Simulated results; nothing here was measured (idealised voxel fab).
process module | voxel double patterning
cross-section cut | 245 nm wide | cells 5 nm
A cross-section is a grid of square cells, given in bands from the top down. A band is one or more rows of cells.
Each band's line starts with the height of the band's top and of its bottom, in nm. Then come its materials from left to right, each with its width in nm. One material with "throughout" fills the band from edge to edge. "air" is empty space.
Height 0 is the level under which the wafer as received is all one material. The lowest band goes on downwards, as in "0 down".
A width such as "30 to 40" changes by the same amount from each row of cells to the next, from the band's top row to its bottom row.
"no change" after a step means that no cell of the cross-section changed.
closed voids: empty space of 8 cells or more with no open way to the top, each as width x height at its distance from the left edge, in nm
after a step's settings: what the simulator itself notes on the step
overlay nm, on a step with a mask: how far to the right of its planned place the mask lay; to the left if negative
plan
1 op RECEIVE | material Si
2 op CONFORMAL_DEP | material SiO2 | thk nm 5
3 op DIRECTIONAL_DEP | material polySi | thk nm 15
4 op DIRECTIONAL_DEP | material SiN | thk nm 5
5 op DIRECTIONAL_DEP | material aC | thk nm 10
6 op PATTERN | tone open | mask id FIRST | material resist | width nm 15 | pitch nm 50 | thk nm 30 | overlay nm 0
7 op DIRECTIONAL_ETCH | etch materials aC | depth nm 10
8 op STRIP | etch materials resist
9 op DIRECTIONAL_ETCH | etch materials SiN | depth nm 5
10 op STRIP | etch materials aC
11 op PATTERN | tone open | mask id SECOND | material resist | width nm 15 | thk nm 20 | overlay nm 0
12 op DIRECTIONAL_ETCH | etch materials SiN | depth nm 5
13 op STRIP | etch materials resist
14 op DIRECTIONAL_ETCH | etch materials polySi | depth nm 15
15 op STRIP | etch materials SiN
as received, after step 1
  0 down: Si throughout
  closed voids: none
a wafer at the end: this start, this plan, one mistake
  20 to 15: polySi 90 | air 15 | polySi 10 | air 15 | polySi 10 | air 15 | polySi 90
  15 to 5: polySi throughout
  5 to 0: SiO2 throughout
  0 down: Si throughout
  closed voids: none
what went wrong: step 14 ran as: op DIRECTIONAL_ETCH | etch materials polySi | depth nm 5
